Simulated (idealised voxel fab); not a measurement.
Title: Process Module voxel self aligned vias
We display cut, a cross-section 145 nm in width whose square cells are each 5 nm.
A cross-section is written here as square cells arranged in a grid, and it is given in bands from the top down, each band taking up one or more rows of cells.
Per band: top height and bottom height in nm, followed by the left-to-right materials and their widths in nm; "throughout" marks a single material spanning edge to edge, "empty" marks empty space.
Convention: height 0 is the level below which the wafer, as received, is all one material. The lowest band does not terminate at the bottom but continues downward, represented as "0..down".
Width "30..40": first value at the band's top row of cells, second value at its bottom row, equal change from row to row.
No cell of the cross-section changed in a step that is given as "stayed the same".
Closed empty spaces (no open way to the top) of 8 cells or more are what "Closed void inventory" lists, each as width x height at distance from the left edge, nm for all three.
What comes after the settings on a step's line is commentary from the simulator itself on that step.
overlay nm: where the mask lay relative to plan, measured to the right, on steps with a mask; negatives go left.

List of planned process steps
- 1: RECEIVE (material Si)
- 2: CONFORMAL_DEP (material SiO2; thk nm 15)
- 3: CONFORMAL_DEP (material SiCN; thk nm 5)
- 4: DIRECTIONAL_DEP (material SiO2; thk nm 25)
- 5: DIRECTIONAL_DEP (material aC; thk nm 15)
- 6: PATTERN (tone open; mask id LINES; material resist; width nm 30; pitch nm 60; thk nm 35; overlay nm 0)
- 7: DIRECTIONAL_ETCH (etch materials aC; depth nm 15)
- 8: STRIP (etch materials resist)
- 9: DIRECTIONAL_ETCH (etch materials SiO2; depth nm 25)
- 10: STRIP (etch materials aC)
- 11: CONFORMAL_DEP (material TiN; thk nm 5)
- 12: FILL_DEP (material Ru; thk nm 5)
- 13: CMP (height nm 45)
- 14: SELECTIVE_ETCH (etch materials W Ru TiN; depth nm 5)
- 15: FILL_DEP (material SiN; thk nm 5)
- 16: CMP (height nm 45)
- 17: DIRECTIONAL_DEP (material SiO2; thk nm 15)
- 18: MASKED_ETCH (tone open; mask id VIAS; width nm 40; etch materials SiO2; depth nm 15; overlay nm -5)
- 19: MASKED_ETCH (tone open; mask id VIAS; width nm 40; etch materials SiN; depth nm 5; overlay nm 0)
- 20: CONFORMAL_DEP (material TiN; thk nm 5)
- 21: FILL_DEP (material Cu; thk nm 5)
- 22: CMP (height nm 60)
- 23: CONFORMAL_DEP (material SiN; thk nm 5)
Be aware that, although all wafers share a common starting state, the overlay nm at step 18 differs among them, and the plan displays the first wafer's value.

First of several wafers (as received, post step 1), cross-sectional view
    0..down = Si throughout
    Closed void inventory: none

End-of-module cross-section, first of several wafers, after last step 23
    65..60 = SiN throughout
    60..50 = SiO2 15; TiN 5; Cu 30; TiN 5; SiO2 90
    50..45 = SiO2 15; TiN 15; Cu 20; TiN 5; SiO2 90
    45..40 = SiO2 25; TiN 30; SiO2 30; SiN 30; SiO2 30
    40..25 = SiO2 25; TiN 5; Ru 20; TiN 5; SiO2 30; TiN 5; Ru 20; TiN 5; SiO2 30
    25..20 = SiO2 25; TiN 30; SiO2 30; TiN 30; SiO2 30
    20..15 = SiCN throughout
    15..0 = SiO2 throughout
    0..down = Si throughout
    Closed void inventory: none

Cross-sectional view, end of module, last wafer of several
    65..60 = SiN throughout
    60..50 = SiO2 35; TiN 5; Cu 30; TiN 5; SiO2 70
    50..45 = SiO2 35; TiN 5; Cu 10; TiN 25; SiO2 70
    45..40 = SiO2 25; SiN 10; TiN 20; SiO2 30; SiN 30; SiO2 30
    40..25 = SiO2 25; TiN 5; Ru 20; TiN 5; SiO2 30; TiN 5; Ru 20; TiN 5; SiO2 30
    25..20 = SiO2 25; TiN 30; SiO2 30; TiN 30; SiO2 30
    20..15 = SiCN throughout
    15..0 = SiO2 throughout
    0..down = Si throughout
    Closed void inventory: none

The following table contains a row per wafer, in which are reported, at the conclusion of the module, the cells of each material gained (+) or lost (-) since the wafer's receipt, with its closed voids given thereafter
overlay nm -5 | +16 Cu | +24 Ru | +29 SiCN | +35 SiN | +235 SiO2 | +38 TiN | Closed void inventory: none
overlay nm 0 | +16 Cu | +24 Ru | +29 SiCN | +35 SiN | +235 SiO2 | +38 TiN | Closed void inventory: none
overlay nm 5 | +16 Cu | +24 Ru | +29 SiCN | +35 SiN | +235 SiO2 | +38 TiN | Closed void inventory: none
overlay nm 10 | +15 Cu | +24 Ru | +29 SiCN | +36 SiN | +235 SiO2 | +38 TiN | Closed void inventory: none
overlay nm 15 | +14 Cu | +24 Ru | +29 SiCN | +37 SiN | +235 SiO2 | +38 TiN | Closed void inventory: none
